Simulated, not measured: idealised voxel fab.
voxel ribs on slabs: a process module
Pictured: cross-section cut, 195 nm wide, on a grid of 5 nm square cells.
Cross-section, as written here: a square-cell grid given band by band from the top down, where a band holds one or more rows of cells. Quick guide to a band line: top height, bottom height (nm) up front; then every material left to right with its width in nm. Only one material and it's marked "everywhere"? Then it fills the band edge to edge. And "air" just means empty space. Heights are reckoned from 0. Under this level, the received wafer is all of one material. The bottommost band is open-ended downward, for example "0 and below". A width given as "30..40" starts at the first number in the band's top row and ends at the second number in its bottom row, shifting by an equal amount at every step from row to row. When a step is marked "no change occurred", none of the cells in the cross-section changed during that step. So "Completely enclosed voids" is basically the list of trapped voids: any empty space of 8 cells or more that can't reach the top through an opening. They're written width x height at distance, the distance being from the left edge, and it's all nm. The remark found on a step's line after its settings is issued by the simulator itself and pertains to that step. "overlay nm", when on a step's line for a step with a mask, measures how far to the right of its planned place the mask lay; a negative measure means to the left.

Planned process steps
1. RECEIVE with material Si
2. DIRECTIONAL_DEP with material SiO2, thk nm 30
3. DIRECTIONAL_DEP with material SiN, thk nm 25
4. PATTERN with tone cover, mask id RIB, material resist, width nm 30, thk nm 15, overlay nm -15
5. DIRECTIONAL_ETCH with etch materials SiN, depth nm 15
6. STRIP with etch materials resist
7. DIRECTIONAL_DEP with material aC, thk nm 10
8. PATTERN with tone cover, mask id SLAB, material resist, width nm 70, thk nm 25, overlay nm 0
9. DIRECTIONAL_ETCH with etch materials aC, depth nm 10
10. STRIP with etch materials resist
11. DIRECTIONAL_ETCH with etch materials SiN, depth nm 10
12. STRIP with etch materials aC
13. FILL_DEP with material SiO2, thk nm 25
14. CMP with height nm 70
15. DIRECTIONAL_DEP with material W, thk nm 10
16. DIRECTIONAL_DEP with material aC, thk nm 15
17. PATTERN with tone cover, mask id HEATER, material resist, width nm 40, thk nm 35, overlay nm 0
18. DIRECTIONAL_ETCH with etch materials aC, depth nm 15
19. STRIP with etch materials resist
20. DIRECTIONAL_ETCH with etch materials W, depth nm 10
21. STRIP with etch materials aC
22. CONFORMAL_DEP with material SiO2, thk nm 10
Don't read the plan's overlay nm for step 4 as applying to every wafer: that's the first wafer's value, and the wafers differ in it, though they all start identical.

First of several wafers (as received, post step 1), cross-sectional view
> 0 and below = Si everywhere
> Completely enclosed voids: none

Cross-sectional representation of the first of several wafers at the end of the module, i.e. after its terminal step, step 22
> 90 down to 80 = air 65 / SiO2 60 / air 70
> 80 down to 70 = SiO2 75 / W 40 / SiO2 80
> 70 down to 55 = SiO2 everywhere
> 55 down to 40 = SiO2 65 / SiN 30 / SiO2 100
> 40 down to 30 = SiO2 60 / SiN 70 / SiO2 65
> 30 down to 0 = SiO2 everywhere
> 0 and below = Si everywhere
> Completely enclosed voids: none

Cross-sectional view, end of module, last wafer of several
> 90 down to 80 = air 65 / SiO2 60 / air 70
> 80 down to 70 = SiO2 75 / W 40 / SiO2 80
> 70 down to 55 = SiO2 everywhere
> 55 down to 40 = SiO2 95 / SiN 30 / SiO2 70
> 40 down to 30 = SiO2 60 / SiN 70 / SiO2 65
> 30 down to 0 = SiO2 everywhere
> 0 and below = Si everywhere
> Completely enclosed voids: none

So in this table every wafer gets its own row, and what you see is where it stands at the end of the module: for each material, how many cells it picked up (+) or gave up (-) since we received it, and after that its closed voids
overlay nm -15, +46 SiN, +586 SiO2, +16 W, Completely enclosed voids: none
overlay nm -10, +46 SiN, +586 SiO2, +16 W, Completely enclosed voids: none
overlay nm -5, +46 SiN, +586 SiO2, +16 W, Completely enclosed voids: none
overlay nm 0, +46 SiN, +586 SiO2, +16 W, Completely enclosed voids: none
overlay nm 5, +46 SiN, +586 SiO2, +16 W, Completely enclosed voids: none
overlay nm 10, +46 SiN, +586 SiO2, +16 W, Completely enclosed voids: none
overlay nm 15, +46 SiN, +586 SiO2, +16 W, Completely enclosed voids: none
